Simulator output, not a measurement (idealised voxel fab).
This section sets out a process module, namely voxel released beams.
Square cell edge 5 nm, section width 280 nm, ID cut.
Bands, listed from the top down, are how a cross-section gets written in this document; the cross-section itself is a grid of square cells, and a band is one or more rows of them.
Top, bottom (nm), then materials left to right with widths (nm); lone material tagged "full width" fills the whole band edge to edge; "empty" = empty space.
Below 0: as-received wafer, all one material; heights counted from there. Lowest band: no bottom, goes on down, written "0 and below".
Read "30 to 40" as a graded width: first number on top, second number at the bottom, same change between each pair of neighbouring rows.
Any step labelled "nothing altered" changed none of the cells in the cross-section.
The label "Enclosed cavity list" introduces a list of the empty spaces, 8 cells or larger, that have no open way up to the top; each entry in it reads width x height at distance, where the distance is taken from the left edge and all three are stated in nm.
Anything after a step's settings on that line? It's the simulator's own note about the step.
overlay nm: how far to the right of its planned place the mask lay on this masked step (negative: to the left).

**Steps planned for the process**
1. op RECEIVE | material Si
2. op CONFORMAL_DEP | material Al2O3 | thk nm 10
3. op DIRECTIONAL_DEP | material SiO2 | thk nm 15
4. op PATTERN | tone open | mask id ANCHOR | material resist | width nm 30 | thk nm 15 | overlay nm 0
5. op DIRECTIONAL_ETCH | etch materials SiO2 | depth nm 15
6. op STRIP | etch materials resist
7. op CONFORMAL_DEP | material SiN | thk nm 10
8. op PATTERN | tone cover | mask id BEAM | material resist | width nm 75 | thk nm 15 | overlay nm 0
9. op DIRECTIONAL_ETCH | etch materials SiN | depth nm 5
10. op STRIP | etch materials resist
11. op STRIP | etch materials SiO2
Wafers differ in depth nm at step 9; plan lists the first wafer's value; identical starting state.

**So this is the first of several wafers, cross-sectioned as it came to us, meaning it's at the end of step 1**
* 0 and below  Si full width
* Enclosed cavity list: none

**Gained (+) or lost (-) cells of each material since receipt, then closed voids: one row per wafer, at the end of the module**
depth nm 5 | +112 Al2O3 | +83 SiN | +150 SiO2 | Enclosed cavity list: none
depth nm 10 | +112 Al2O3 | +42 SiN | Enclosed cavity list: none
depth nm 15 | +112 Al2O3 | +42 SiN | Enclosed cavity list: none
depth nm 20 | +112 Al2O3 | +42 SiN | Enclosed cavity list: none
depth nm 25 | +112 Al2O3 | +42 SiN | Enclosed cavity list: none
